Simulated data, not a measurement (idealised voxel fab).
Documented hereafter: the process module known as voxel wiring stack.
Cross-section cut spans 195 nm and uses square cells 5 nm in size.
Bands, listed from the top down, are how a cross-section gets written in this document; the cross-section itself is a grid of square cells, and a band is one or more rows of them.
The entry gives the band's vertical extent as a top height and a bottom height in nm, then its horizontal make-up as materials from left to right, each with a width in nm. "air" stands for empty space; a single material marked "everywhere" fills the band edge to edge.
The reference from which all heights are counted is 0, the level beneath which the as-received wafer is entirely one material; the lowest band, having no lower bound, proceeds downward and is written after the example "0 and below".
A two-number width, for instance "30..40", indicates that the width is equal to the first number in the top row of the band and to the second number in the bottom row, and that it changes by a constant amount per row of cells.
Take "no modifications" at face value: in the step it is given for, the cross-section changed in none of its cells.
In the "Fully enclosed voids" entry, you get each enclosed empty space of 8 cells or more, one with no open way to the top, written width x height at distance, distance from the left edge, in nm.
Anything after a step's settings on that line? It's the simulator's own note about the step.
"overlay nm" on a masked step: distance the mask lay right of its planned place, negative for left.

-- Below is the list of planned process steps
1. RECEIVE: material Si
2. CONFORMAL_DEP: material SiO2, thk nm 15
3. CONFORMAL_DEP: material SiN, thk nm 5
4. DIRECTIONAL_DEP: material SiO2, thk nm 25
5. DIRECTIONAL_DEP: material aC, thk nm 10
6. PATTERN: tone open, mask id METAL_1, material resist, width nm 25, pitch nm 45, thk nm 25, overlay nm 0
7. DIRECTIONAL_ETCH: etch materials aC, depth nm 10
8. STRIP: etch materials resist
9. DIRECTIONAL_ETCH: etch materials SiO2, depth nm 25
10. DIRECTIONAL_ETCH: etch materials SiN, depth nm 5
11. STRIP: etch materials aC
12. CONFORMAL_DEP: material TiN, thk nm 5
13. FILL_DEP: material Ru, thk nm 5
14. CMP: height nm 45
15. EPI: material Ru, thk nm 5
16. FILL_DEP: material SiCN, thk nm 5
17. DIRECTIONAL_DEP: material SiO2, thk nm 30
18. DIRECTIONAL_DEP: material aC, thk nm 15
19. PATTERN: tone open, mask id METAL_2, material resist, width nm 25, pitch nm 45, thk nm 30, overlay nm 0
20. DIRECTIONAL_ETCH: etch materials aC, depth nm 15
21. STRIP: etch materials resist
22. DIRECTIONAL_ETCH: etch materials SiO2, depth nm 15
23. STRIP: etch materials aC
24. DIRECTIONAL_DEP: material aC, thk nm 10
25. PATTERN: tone open, mask id METAL_2_HOLES, material resist, width nm 15, pitch nm 90, thk nm 30, overlay nm 0
26. DIRECTIONAL_ETCH: etch materials aC, depth nm 10
27. STRIP: etch materials resist
28. DIRECTIONAL_ETCH: etch materials SiO2, depth nm 15
29. DIRECTIONAL_ETCH: etch materials SiCN, depth nm 5
30. STRIP: etch materials aC
31. CONFORMAL_DEP: material TiN, thk nm 5
32. FILL_DEP: material Cu, thk nm 5
33. CMP: height nm 85
34. CONFORMAL_DEP: material SiCN, thk nm 5
35. DIRECTIONAL_DEP: material lowk, thk nm 10
36. DIRECTIONAL_DEP: material aC, thk nm 15
37. PATTERN: tone open, mask id PLUG_2, material resist, width nm 15, pitch nm 45, thk nm 30, overlay nm 0
38. DIRECTIONAL_ETCH: etch materials aC, depth nm 15
39. STRIP: etch materials resist
40. DIRECTIONAL_ETCH: etch materials lowk, depth nm 10
41. DIRECTIONAL_ETCH: etch materials SiCN, depth nm 5
42. STRIP: etch materials aC
43. CONFORMAL_DEP: material TiN, thk nm 5
44. FILL_DEP: material Ru, thk nm 10
45. CMP: height nm 100
46. DIRECTIONAL_DEP: material TiN, thk nm 5
47. DIRECTIONAL_DEP: material W, thk nm 15
48. MASKED_ETCH: tone cover, mask id METAL_3, width nm 25, pitch nm 45, etch materials W, depth nm 15, overlay nm 0
49. MASKED_ETCH: tone cover, mask id METAL_3, width nm 25, pitch nm 45, etch materials TiN, depth nm 5, overlay nm 0
50. CONFORMAL_DEP: material SiN, thk nm 5
51. FILL_DEP: material lowk, thk nm 5
52. CMP: height nm 120
53. CONFORMAL_DEP: material SiN, thk nm 5

-- Wafer at receipt (post step 1), cross-section
    0 and below: Si everywhere
    Fully enclosed voids: none

-- End state of the module in cross-section, given the above starting point and plan and one mistake in execution
    125 down to 120: SiN everywhere
    120 down to 105: lowk 35 nm  SiN 5 nm  W 25 nm  SiN 5 nm  lowk 10 nm  SiN 5 nm  W 25 nm  SiN 5 nm  lowk 10 nm  SiN 5 nm  W 25 nm  SiN 5 nm  lowk 35 nm
    105 down to 100: SiN 40 nm  TiN 25 nm  SiN 20 nm  TiN 25 nm  SiN 20 nm  TiN 25 nm  SiN 40 nm
    100 down to 90: lowk 40 nm  TiN 5 nm  Ru 5 nm  TiN 5 nm  lowk 30 nm  TiN 5 nm  Ru 5 nm  TiN 5 nm  lowk 30 nm  TiN 5 nm  Ru 5 nm  TiN 5 nm  lowk 50 nm
    90 down to 85: SiCN 40 nm  TiN 15 nm  SiCN 30 nm  TiN 15 nm  SiCN 30 nm  TiN 15 nm  SiCN 50 nm
    85 down to 75: SiO2 40 nm  TiN 5 nm  Cu 20 nm  TiN 5 nm  SiO2 15 nm  TiN 5 nm  Cu 20 nm  TiN 5 nm  SiO2 15 nm  TiN 5 nm  Cu 20 nm  TiN 5 nm  SiO2 35 nm
    75 down to 70: SiO2 40 nm  TiN 5 nm  Cu 5 nm  TiN 20 nm  SiO2 15 nm  TiN 30 nm  SiO2 15 nm  TiN 5 nm  Cu 5 nm  TiN 20 nm  SiO2 35 nm
    70 down to 55: SiO2 40 nm  TiN 5 nm  Cu 5 nm  TiN 5 nm  SiO2 75 nm  TiN 5 nm  Cu 5 nm  TiN 5 nm  SiO2 50 nm
    55 down to 50: SiCN 40 nm  TiN 15 nm  SiCN 75 nm  TiN 15 nm  SiCN 50 nm
    50 down to 45: SiCN 35 nm  Ru 35 nm  SiCN 10 nm  Ru 35 nm  SiCN 10 nm  Ru 35 nm  SiCN 35 nm
    45 down to 20: SiO2 40 nm  TiN 5 nm  Ru 15 nm  TiN 5 nm  SiO2 20 nm  TiN 5 nm  Ru 15 nm  TiN 5 nm  SiO2 20 nm  TiN 5 nm  Ru 15 nm  TiN 5 nm  SiO2 40 nm
    20 down to 15: SiN 40 nm  TiN 25 nm  SiN 20 nm  TiN 25 nm  SiN 20 nm  TiN 25 nm  SiN 40 nm
    15 down to 0: SiO2 everywhere
    0 and below: Si everywhere
    Fully enclosed voids: none
Plan not followed: step 19 ran differently from the plan; actual operation with settings: PATTERN: tone open, mask id METAL_2, material resist, width nm 30, pitch nm 45, thk nm 30, overlay nm 0
